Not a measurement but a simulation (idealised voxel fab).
The following is a process module called voxel lift off.
Xsec cut, 220 nm wide, square cell size 5 nm.
Heads up, the way a cross-section reads in here is a grid of square cells, handed over as bands from the top down, with every band being one or more rows of cells.
Band: top height; bottom height; in nm. Then, left to right: material with width in nm, for each material. "everywhere": a single material spanning edge to edge. "air": empty space.
For the purposes of this specification, 0 denotes the height below which the wafer in its as-received condition is composed wholly of one material, and the lowermost band, lacking a lower limit, extends downward without end, as expressed in "top 0, no bottom".
Quick explanation for "30 to 40": the width changes in equal steps down the rows of cells, from the first number in the band's top row to the second number in its bottom row.
Reading "left unchanged" for a step: not a cell of the cross-section changed in it.
Enclosed void listing: empty space of 8 cells or more with no open way to the top, each as width x height at its distance from the left edge, in nm
On each step's line, the part that comes after the settings is the simulator's own comment on the step.
For masked steps, "overlay nm" on the step line gives how far right of plan the mask actually lay; a minus sign means it lay to the left.
Process steps - plan:
| 1 | RECEIVE, material Si |
| 2 | CONFORMAL_DEP, material Al2O3, thk nm 5 |
| 3 | PATTERN, tone open, mask id LINES, material resist, width nm 30, pitch nm 45, thk nm 25, overlay nm 0 |
| 4 | DIRECTIONAL_DEP, material Ru, thk nm 15 |
| 5 | STRIP, etch materials resist |
| 6 | CONFORMAL_DEP, material SiO2, thk nm 5 |
The plan shows the thk nm of step 2 as the first wafer had it; this setting differs between the wafers, which start out alike.
Received wafers, first of several: cross-section after step 1:
> top 0, no bottom = Si everywhere
> Enclosed void listing: none
Where each wafer stands at the end of the module, a row apiece: cells of each material gained (+) or lost (-) since it was received, then closed voids:
thk nm 5, +44 Al2O3, +36 Ru, +56 SiO2, Enclosed void listing: none
thk nm 10, +88 Al2O3, +36 Ru, +56 SiO2, Enclosed void listing: none
thk nm 15, +132 Al2O3, +36 Ru, +56 SiO2, Enclosed void listing: none
thk nm 20, +176 Al2O3, +36 Ru, +56 SiO2, Enclosed void listing: none
thk nm 25, +220 Al2O3, +36 Ru, +56 SiO2, Enclosed void listing: none
